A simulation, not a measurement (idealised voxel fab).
process module | voxel self aligned vias
cross-section cut | 235 nm wide | cells 5 nm
A cross-section is a grid of square cells, given in bands from the top down. A band is one or more rows of cells.
Each band's line starts with the height of the band's top and of its bottom, in nm. Then come its materials from left to right, each with its width in nm. One material with "throughout" fills the band from edge to edge. "air" is empty space.
Height 0 is the level under which the wafer as received is all one material. The lowest band goes on downwards, as in "0 down".
A width such as "30 to 40" changes by the same amount from each row of cells to the next, from the band's top row to its bottom row.
"no change" after a step means that no cell of the cross-section changed.
closed voids: empty space of 8 cells or more with no open way to the top, each as width x height at its distance from the left edge, in nm
after a step's settings: what the simulator itself notes on the step
overlay nm, on a step with a mask: how far to the right of its planned place the mask lay; to the left if negative
plan
1 op RECEIVE | material Si
2 op CONFORMAL_DEP | material SiO2 | thk nm 10
3 op CONFORMAL_DEP | material SiCN | thk nm 5
4 op DIRECTIONAL_DEP | material lowk | thk nm 30
5 op PATTERN | tone open | mask id LINES | material resist | width nm 25 | pitch nm 65 | thk nm 15 | overlay nm -15
6 op DIRECTIONAL_ETCH | etch materials lowk | depth nm 30
7 op STRIP | etch materials resist
8 op CONFORMAL_DEP | material TiN | thk nm 5
9 op FILL_DEP | material Ru | thk nm 5
10 op CMP | height nm 45
11 op SELECTIVE_ETCH | etch materials W Ru TiN | depth nm 5
12 op FILL_DEP | material SiN | thk nm 5
13 op CMP | height nm 45
14 op DIRECTIONAL_DEP | material lowk | thk nm 20
15 op MASKED_ETCH | tone open | mask id VIAS | width nm 35 | pitch nm 65 | etch materials lowk | depth nm 20 | overlay nm 0
16 op MASKED_ETCH | tone open | mask id VIAS | width nm 35 | pitch nm 65 | etch materials SiN | depth nm 5 | overlay nm 0
17 op CONFORMAL_DEP | material TiN | thk nm 5
18 op FILL_DEP | material W | thk nm 10
19 op CMP | height nm 65
20 op CONFORMAL_DEP | material SiN | thk nm 5
varied across the wafers: overlay nm of step 5. The plan shows the first wafer's value. All wafers start alike
first wafer as received, after step 1
  0 down: Si throughout
  closed voids: none
first wafer at the end, after step 20
  70 to 65: SiN throughout
  65 to 50: lowk 35 | TiN 5 | W 25 | TiN 5 | lowk 30 | TiN 5 | W 25 | TiN 5 | lowk 30 | TiN 5 | W 25 | TiN 5 | lowk 35
  50 to 45: lowk 35 | TiN 5 | W 5 | TiN 25 | lowk 30 | TiN 5 | W 5 | TiN 25 | lowk 30 | TiN 5 | W 5 | TiN 25 | lowk 35
  45 to 40: lowk 25 | SiN 10 | TiN 15 | lowk 40 | SiN 10 | TiN 15 | lowk 40 | SiN 10 | TiN 15 | lowk 55
  40 to 20: lowk 25 | TiN 5 | Ru 15 | TiN 5 | lowk 40 | TiN 5 | Ru 15 | TiN 5 | lowk 40 | TiN 5 | Ru 15 | TiN 5 | lowk 55
  20 to 15: lowk 25 | TiN 25 | lowk 40 | TiN 25 | lowk 40 | TiN 25 | lowk 55
  15 to 10: SiCN throughout
  10 to 0: SiO2 throughout
  0 down: Si throughout
  closed voids: none
last wafer at the end
  70 to 65: SiN throughout
  65 to 50: lowk 35 | TiN 5 | W 25 | TiN 5 | lowk 30 | TiN 5 | W 25 | TiN 5 | lowk 30 | TiN 5 | W 25 | TiN 5 | lowk 35
  50 to 45: lowk 35 | TiN 25 | W 5 | TiN 5 | lowk 30 | TiN 25 | W 5 | TiN 5 | lowk 30 | TiN 25 | W 5 | TiN 5 | lowk 35
  45 to 40: lowk 55 | TiN 15 | SiN 10 | lowk 40 | TiN 15 | SiN 10 | lowk 40 | TiN 15 | SiN 10 | lowk 25
  40 to 20: lowk 55 | TiN 5 | Ru 15 | TiN 5 | lowk 40 | TiN 5 | Ru 15 | TiN 5 | lowk 40 | TiN 5 | Ru 15 | TiN 5 | lowk 25
  20 to 15: lowk 55 | TiN 25 | lowk 40 | TiN 25 | lowk 40 | TiN 25 | lowk 25
  15 to 10: SiCN throughout
  10 to 0: SiO2 throughout
  0 down: Si throughout
  closed voids: none
each wafer at the end: cells of each material gained (+) or lost (-) since it was received, then its closed voids
overlay nm -15 | +36 Ru | +47 SiCN | +53 SiN | +94 SiO2 | +84 TiN | +48 W | +296 lowk | closed voids: none
overlay nm -10 | +36 Ru | +47 SiCN | +50 SiN | +94 SiO2 | +84 TiN | +51 W | +296 lowk | closed voids: none
overlay nm -5 | +36 Ru | +47 SiCN | +47 SiN | +94 SiO2 | +84 TiN | +54 W | +296 lowk | closed voids: none
overlay nm 0 | +36 Ru | +47 SiCN | +47 SiN | +94 SiO2 | +84 TiN | +54 W | +296 lowk | closed voids: none
overlay nm 5 | +36 Ru | +47 SiCN | +47 SiN | +94 SiO2 | +84 TiN | +54 W | +296 lowk | closed voids: none
overlay nm 10 | +36 Ru | +47 SiCN | +50 SiN | +94 SiO2 | +84 TiN | +51 W | +296 lowk | closed voids: none
overlay nm 15 | +36 Ru | +47 SiCN | +53 SiN | +94 SiO2 | +84 TiN | +48 W | +296 lowk | closed voids: none
